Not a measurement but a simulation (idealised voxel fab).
Module name: voxel ribs on slabs (process module)
Section cut is 165 nm wide and gridded with 5 nm square cells.
Cross-sections here: square-cell grids, written as top-down lists of bands, a band being one or more rows of cells.
Band: top height; bottom height; in nm. Then, left to right: material with width in nm, for each material. "throughout": a single material spanning edge to edge. "blank": empty space.
The level at which height equals 0 is the one under which the wafer, as it arrives, is entirely one material. No lower edge exists for the bottom band, which continues downward and is notated as in "0..down".
A two-number width, for instance "30 to 40", indicates that the width is equal to the first number in the top row of the band and to the second number in the bottom row, and that it changes by a constant amount per row of cells.
Given "nothing changed" for a step, no cell of the cross-section differs between before and after that step.
What "Enclosed voids" gives you is every empty space of 8 cells or more that is cut off from the top. Each appears as width x height at distance, with the distance taken from the left edge and width, height and distance all in nm.
If you see something after the settings on a step's line, that's the simulator's own remark about that step.
overlay nm, on a step with a mask: how far to the right of its planned place the mask lay; to the left if negative
Steps in the process plan
1,RECEIVE with material Si
2,DIRECTIONAL_DEP with material SiO2, thk nm 20
3,DIRECTIONAL_DEP with material polySi, thk nm 20
4,PATTERN with tone cover, mask id RIB, material resist, width nm 15, thk nm 15, overlay nm 0
5,DIRECTIONAL_ETCH with etch materials polySi, depth nm 15
6,STRIP with etch materials resist
7,DIRECTIONAL_DEP with material aC, thk nm 15
8,PATTERN with tone cover, mask id SLAB, material resist, width nm 55, thk nm 30, overlay nm 0
9,DIRECTIONAL_ETCH with etch materials aC, depth nm 15
10,STRIP with etch materials resist
11,DIRECTIONAL_ETCH with etch materials polySi, depth nm 5
12,STRIP with etch materials aC
13,FILL_DEP with material SiO2, thk nm 30
14,CMP with height nm 60
15,DIRECTIONAL_DEP with material W, thk nm 5
16,DIRECTIONAL_DEP with material aC, thk nm 15
17,PATTERN with tone cover, mask id HEATER, material resist, width nm 25, thk nm 35, overlay nm 0
18,DIRECTIONAL_ETCH with etch materials aC, depth nm 15
19,STRIP with etch materials resist
20,DIRECTIONAL_ETCH with etch materials W, depth nm 5
21,STRIP with etch materials aC
22,CONFORMAL_DEP with material SiO2, thk nm 5
The following pertains to the first of two wafers, which was processed as planned
As received (post step 1): cross-section
  0..down = Si throughout
  Enclosed voids: none
Take a look at the wafer's cross-section after step 2
  20..0 = SiO2 throughout
  Rest of section, below 0: as before.
Take a look at the wafer's cross-section after step 3
  40..20 = polySi throughout
  Rest of section, below 20: as before.
Take a look at the wafer's cross-section after step 4
  55..40 = 75 of blank | 15 of resist | 75 of blank
  Rest of section, below 40: as before.
Take a look at the wafer's cross-section after step 5
  55..40 = 75 of blank | 15 of resist | 75 of blank
  40..25 = 75 of blank | 15 of polySi | 75 of blank
  Rest of section, below 25: as before.
Take a look at the wafer's cross-section after step 6
  40..25 = 75 of blank | 15 of polySi | 75 of blank
  Rest of section, below 25: as before.
Take a look at the wafer's cross-section after step 7
  55..40 = 75 of blank | 15 of aC | 75 of blank
  40..25 = 75 of aC | 15 of polySi | 75 of aC
  Rest of section, below 25: as before.
Take a look at the wafer's cross-section after step 8
  85..55 = 55 of blank | 55 of resist | 55 of blank
  55..40 = 55 of blank | 20 of resist | 15 of aC | 20 of resist | 55 of blank
  Rest of section, below 40: as before.
Take a look at the wafer's cross-section after step 9
  70..55 = 55 of blank | 55 of resist | 55 of blank
  55..40 = 55 of blank | 20 of resist | 15 of aC | 20 of resist | 55 of blank
  40..25 = 55 of blank | 20 of aC | 15 of polySi | 20 of aC | 55 of blank
  Rest of section, below 25: as before.
Take a look at the wafer's cross-section after step 10
  55..40 = 75 of blank | 15 of aC | 75 of blank
  Rest of section, below 40: as before.
Take a look at the wafer's cross-section after step 11
  55..40 = 75 of blank | 15 of aC | 75 of blank
  40..25 = 55 of blank | 20 of aC | 15 of polySi | 20 of aC | 55 of blank
  25..20 = 55 of blank | 55 of polySi | 55 of blank
  Rest of section, below 20: as before.
Take a look at the wafer's cross-section after step 12
  40..25 = 75 of blank | 15 of polySi | 75 of blank
  Rest of section, below 25: as before.
Take a look at the wafer's cross-section after step 13
  70..40 = SiO2 throughout
  40..25 = 75 of SiO2 | 15 of polySi | 75 of SiO2
  25..20 = 55 of SiO2 | 55 of polySi | 55 of SiO2
  Rest of section, below 20: as before.
Take a look at the wafer's cross-section after step 14
  60..40 = SiO2 throughout
  Rest of section, below 40: as before.
Take a look at the wafer's cross-section after step 15
  65..60 = W throughout
  Rest of section, below 60: as before.
Take a look at the wafer's cross-section after step 16
  80..65 = aC throughout
  Rest of section, below 65: as before.
Take a look at the wafer's cross-section after step 17
  115..80 = 70 of blank | 25 of resist | 70 of blank
  Rest of section, below 80: as before.
Take a look at the wafer's cross-section after step 18
  100..80 = 70 of blank | 25 of resist | 70 of blank
  80..65 = 70 of blank | 25 of aC | 70 of blank
  Rest of section, below 65: as before.
Take a look at the wafer's cross-section after step 19
  80..65 = 70 of blank | 25 of aC | 70 of blank
  Rest of section, below 65: as before.
Take a look at the wafer's cross-section after step 20
  80..65 = 70 of blank | 25 of aC | 70 of blank
  65..60 = 70 of blank | 25 of W | 70 of blank
  Rest of section, below 60: as before.
Take a look at the wafer's cross-section after step 21
  65..60 = 70 of blank | 25 of W | 70 of blank
  Rest of section, below 60: as before.
Take a look at the wafer's cross-section after step 22
  70..65 = 65 of blank | 35 of SiO2 | 65 of blank
  65..60 = 70 of SiO2 | 25 of W | 70 of SiO2
  Rest of section, below 60: as before.
Regarding the second of the two wafers: it shared the first wafer's starting condition and process plan, yet one error occurred during its execution. Its history coincides with that of the first wafer up to and including step 13
Second wafer, cut view, end of step 14 per plan
  55..40 = SiO2 throughout
  Rest of section, below 40: as before.
Second wafer, cut view, end of step 15 per plan
  60..55 = W throughout
  Rest of section, below 55: as before.
Second wafer, cut view, end of step 16 per plan
  75..60 = aC throughout
  Rest of section, below 60: as before.
Second wafer, cut view, end of step 17 per plan
  110..75 = 70 of blank | 25 of resist | 70 of blank
  Rest of section, below 75: as before.
Second wafer, cut view, end of step 18 per plan
  95..75 = 70 of blank | 25 of resist | 70 of blank
  75..60 = 70 of blank | 25 of aC | 70 of blank
  Rest of section, below 60: as before.
Second wafer, cut view, end of step 19 per plan
  75..60 = 70 of blank | 25 of aC | 70 of blank
  Rest of section, below 60: as before.
Second wafer, cut view, end of step 20 per plan
  75..60 = 70 of blank | 25 of aC | 70 of blank
  60..55 = 70 of blank | 25 of W | 70 of blank
  Rest of section, below 55: as before.
Second wafer, cut view, end of step 21 per plan
  60..55 = 70 of blank | 25 of W | 70 of blank
  Rest of section, below 55: as before.
Second wafer, cut view, end of step 22 per plan
  65..60 = 65 of blank | 35 of SiO2 | 65 of blank
  60..55 = 70 of SiO2 | 25 of W | 70 of SiO2
  Rest of section, below 55: as before.
In executing the process, a mistake was made relative to the plan: off-plan run, step 14, actual operation and settings CMP with height nm 55
at the end the second wafer has, in cells: 33 fewer of SiO2
